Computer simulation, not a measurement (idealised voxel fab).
process module | voxel quadruple lines
cross-section cut | 260 nm wide | cells 5 nm
A cross-section is a grid of square cells, given in bands from the top down. A band is one or more rows of cells.
Each band's line starts with the height of the band's top and of its bottom, in nm. Then come its materials from left to right, each with its width in nm. One material with "throughout" fills the band from edge to edge. "air" is empty space.
Height 0 is the level under which the wafer as received is all one material. The lowest band goes on downwards, as in "0 down".
A width such as "30 to 40" changes by the same amount from each row of cells to the next, from the band's top row to its bottom row.
"no change" after a step means that no cell of the cross-section changed.
closed voids: empty space of 8 cells or more with no open way to the top, each as width x height at its distance from the left edge, in nm
after a step's settings: what the simulator itself notes on the step
overlay nm, on a step with a mask: how far to the right of its planned place the mask lay; to the left if negative
plan
1 op RECEIVE | material Si
2 op CONFORMAL_DEP | material SiO2 | thk nm 5
3 op DIRECTIONAL_DEP | material Ru | thk nm 10
4 op DIRECTIONAL_DEP | material polySi | thk nm 15
5 op DIRECTIONAL_DEP | material aC | thk nm 20
6 op PATTERN | tone cover | mask id MANDREL | material resist | width nm 35 | thk nm 25 | overlay nm 0
7 op DIRECTIONAL_ETCH | etch materials aC | depth nm 20
8 op STRIP | etch materials resist
9 op CONFORMAL_DEP | material SiO2 | thk nm 15
10 op DIRECTIONAL_ETCH | etch materials SiO2 | depth nm 15
11 op STRIP | etch materials aC
12 op DIRECTIONAL_ETCH | etch materials polySi | depth nm 15
13 op STRIP | etch materials SiO2
14 op CONFORMAL_DEP | material SiCN | thk nm 5
15 op DIRECTIONAL_ETCH | etch materials SiCN | depth nm 10
16 op STRIP | etch materials polySi
17 op DIRECTIONAL_ETCH | etch materials Ru | depth nm 10
18 op STRIP | etch materials SiCN
varied across the wafers: thk nm of step 14. The plan shows the first wafer's value. All wafers start alike
first wafer as received, after step 1
  0 down: Si throughout
  closed voids: none
first wafer at the end, after step 18
  15 to 5: air 90 | Ru 5 | air 15 | Ru 5 | air 25 | Ru 5 | air 15 | Ru 5 | air 95
  5 to 0: SiO2 throughout
  0 down: Si throughout
  closed voids: none
last wafer at the end
  30 to 15: air 95 | polySi 15 | air 35 | polySi 15 | air 100
  15 to 5: Ru throughout
  5 to 0: SiO2 throughout
  0 down: Si throughout
  closed voids: none
each wafer at the end: cells of each material gained (+) or lost (-) since it was received, then its closed voids
thk nm 5 | +8 Ru | +52 SiO2 | closed voids: none
thk nm 10 | +16 Ru | +52 SiO2 | closed voids: none
thk nm 15 | +104 Ru | +52 SiO2 | +18 polySi | closed voids: none
thk nm 20 | +104 Ru | +52 SiO2 | +18 polySi | closed voids: none
thk nm 25 | +104 Ru | +52 SiO2 | +18 polySi | closed voids: none
